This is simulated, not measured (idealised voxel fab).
Process module name: voxel released beams
The width of the displayed cross-section, cut, is 290 nm; its cells are square, with a size of 5 nm.
Each cross-section below is a grid of square cells, stated as bands in top-down order, with one or more rows of cells making up each band.
The entry gives the band's vertical extent as a top height and a bottom height in nm, then its horizontal make-up as materials from left to right, each with a width in nm. "empty" stands for empty space; a single material marked "everywhere" fills the band edge to edge.
Ref level 0: as-received wafer is one material below here. Bottom band extends down with no lower bound ("0..down").
A width such as "30 to 40" changes by the same amount from each row of cells to the next, from the band's top row to its bottom row.
"stayed the same" means the step left every cell of the cross-section as it was.
Listed in "Enclosed void list": every empty space of 8 or more cells without an open way to the top. Form: width x height at distance, the distance being from the left edge, all in nm.
That trailing text on a step's line, after the settings, is the simulator's own remark on the step.
The setting "overlay nm" may be written on the line of a step. When the step uses a mask, the value reports how far to the right of the planned place the mask lay, and a negative value reports that it lay to the left.
# The steps planned for the process are as follows
1 RECEIVE with material Si
2 CONFORMAL_DEP with material SiN, thk nm 5
3 DIRECTIONAL_DEP with material SiO2, thk nm 15
4 DIRECTIONAL_DEP with material aC, thk nm 10
5 PATTERN with tone open, mask id ANCHOR, material resist, width nm 35, thk nm 25, overlay nm 0
6 DIRECTIONAL_ETCH with etch materials aC, depth nm 10
7 STRIP with etch materials resist
8 DIRECTIONAL_ETCH with etch materials SiO2, depth nm 15
9 STRIP with etch materials aC
10 CONFORMAL_DEP with material TiN, thk nm 15
11 PATTERN with tone cover, mask id BEAM, material resist, width nm 95, thk nm 20, overlay nm 0
12 DIRECTIONAL_ETCH with etch materials TiN, depth nm 15
13 STRIP with etch materials resist
14 STRIP with etch materials SiO2
# As-received wafer cross-section (after step 1)
* 0..down  Si everywhere
* Enclosed void list: none
# End-of-module cross-section of the first of two wafers, processed as planned
* 35..20  empty 95 nm, then TiN 20 nm, then empty 5 nm, then TiN 70 nm, then empty 100 nm
* 20..5  empty 100 nm, then TiN 35 nm, then empty 155 nm
* 5..0  SiN everywhere
* 0..down  Si everywhere
* Enclosed void list: none
# Wafer two, end of module, cross-section. Same start, same plan as wafer one. One mistake in the run
* 35..20  empty 95 nm, then TiN 55 nm, then empty 140 nm
* 20..5  empty 85 nm, then TiN 15 nm, then SiO2 35 nm, then TiN 55 nm, then empty 100 nm
* 5..0  SiN everywhere
* 0..down  Si everywhere
* Enclosed void list: none
What was the processing mistake? step 5 did not use the planned setting and instead ran as PATTERN with tone cover, mask id ANCHOR, material resist, width nm 35, thk nm 25, overlay nm 0
Final difference in cells, second wafer against first, listed per material as more or fewer: 21 more of SiO2
